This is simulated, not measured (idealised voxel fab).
The process module that follows is named voxel trench capacitor.
FYI the section here is cut, 180 nm wide, cells are 5 nm squares.
In this document a cross-section is written as a grid of square cells. It is given as a series of bands, listed from the top down, and a band is one or more rows of cells. Band: top and bottom heights (nm) first, top before bottom; then materials from left to right, widths in nm. "everywhere" marks a sole material filling the band edge to edge. "air" denotes empty space. Basically, 0 is our baseline, since under it the wafer straight out of the box is all one material. The bottom band has no lower end and keeps on going down, so it looks like "0 nm and below". Note: "30->40" means the width goes from the first number (top row of the band) to the second number (bottom row) in equal steps per row of cells. Step marked "no alterations made"? Then no cell in the cross-section changed in it. Under "Completely enclosed voids" you'll find the enclosed gaps, the ones with no way out to the top, that are 8 cells or bigger; each reads width x height at distance, with distance counted from the left edge, everything in nm. Step line, after settings: the simulator's comment on this step. "overlay nm", when on a step's line for a step with a mask, measures how far to the right of its planned place the mask lay; a negative measure means to the left.
[This section lists the process steps that were planned]
| 1 | RECEIVE (material Si) |
| 2 | CONFORMAL_DEP (material SiN; thk nm 10) |
| 3 | DIRECTIONAL_DEP (material aC; thk nm 10) |
| 4 | PATTERN (tone open; mask id TRENCH; material resist; width nm 25; pitch nm 55; thk nm 25; overlay nm 0) |
| 5 | DIRECTIONAL_ETCH (etch materials aC; depth nm 10) |
| 6 | STRIP (etch materials resist) |
| 7 | DIRECTIONAL_ETCH (etch materials SiN; depth nm 10) |
| 8 | DIRECTIONAL_ETCH (etch materials Si; depth nm 40) |
| 9 | STRIP (etch materials aC) |
| 10 | CONFORMAL_DEP (material SiO2; thk nm 5) |
| 11 | FILL_DEP (material polySi; thk nm 10) |
| 12 | CMP (height nm 10) |
[Account of the first of two wafers, which was processed as intended]
[Cross-sectional view of the wafer in its as-received condition, corresponding to the state after step 1]
0 nm and below | Si everywhere
Completely enclosed voids: none
[After step 2, in cross-section]
10 nm to 0 nm | SiN everywhere
Unchanged below 0.
[After step 3, in cross-section]
20 nm to 10 nm | aC everywhere
Unchanged below 10.
[After step 4, in cross-section]
45 nm to 20 nm | resist: 50  air: 25  resist: 30  air: 25  resist: 50
Unchanged below 20.
[After step 5, in cross-section]
35 nm to 20 nm | resist: 50  air: 25  resist: 30  air: 25  resist: 50
20 nm to 10 nm | aC: 50  air: 25  aC: 30  air: 25  aC: 50
Unchanged below 10.
[After step 6, in cross-section]
20 nm to 10 nm | aC: 50  air: 25  aC: 30  air: 25  aC: 50
Unchanged below 10.
[After step 7, in cross-section]
20 nm to 10 nm | aC: 50  air: 25  aC: 30  air: 25  aC: 50
10 nm to 0 nm | SiN: 50  air: 25  SiN: 30  air: 25  SiN: 50
Unchanged below 0.
[After step 8, in cross-section]
20 nm to 10 nm | aC: 50  air: 25  aC: 30  air: 25  aC: 50
10 nm to 0 nm | SiN: 50  air: 25  SiN: 30  air: 25  SiN: 50
0 nm to -40 nm | Si: 50  air: 25  Si: 30  air: 25  Si: 50
Unchanged below -40.
[After step 9, in cross-section]
10 nm to 0 nm | SiN: 50  air: 25  SiN: 30  air: 25  SiN: 50
Unchanged below 0.
[After step 10, in cross-section]
15 nm to 10 nm | SiO2: 55  air: 15  SiO2: 40  air: 15  SiO2: 55
10 nm to 0 nm | SiN: 50  SiO2: 5  air: 15  SiO2: 5  SiN: 30  SiO2: 5  air: 15  SiO2: 5  SiN: 50
0 nm to -35 nm | Si: 50  SiO2: 5  air: 15  SiO2: 5  Si: 30  SiO2: 5  air: 15  SiO2: 5  Si: 50
-35 nm to -40 nm | Si: 50  SiO2: 25  Si: 30  SiO2: 25  Si: 50
Unchanged below -40.
[After step 11, in cross-section]
25 nm to 15 nm | polySi everywhere
15 nm to 10 nm | SiO2: 55  polySi: 15  SiO2: 40  polySi: 15  SiO2: 55
10 nm to 0 nm | SiN: 50  SiO2: 5  polySi: 15  SiO2: 5  SiN: 30  SiO2: 5  polySi: 15  SiO2: 5  SiN: 50
0 nm to -35 nm | Si: 50  SiO2: 5  polySi: 15  SiO2: 5  Si: 30  SiO2: 5  polySi: 15  SiO2: 5  Si: 50
Unchanged below -35.
[After step 12, in cross-section]
10 nm to 0 nm | SiN: 50  SiO2: 5  polySi: 15  SiO2: 5  SiN: 30  SiO2: 5  polySi: 15  SiO2: 5  SiN: 50
Unchanged below 0.
[Here the second wafer is described. Its start and its plan were those of the first wafer. Its run contained one mistake. Up to and including step 11, it did exactly what the first wafer did]
The second wafer cut through, at the time step 12 was supposed to be finished: no alterations made
The mistake made against the process plan was this: step 12 in the plan did not get run; it was skipped
Looking at both finished wafers in cells, the second ends up ahead of or behind the first on some materials: 30 more of SiO2 | 78 more of polySi
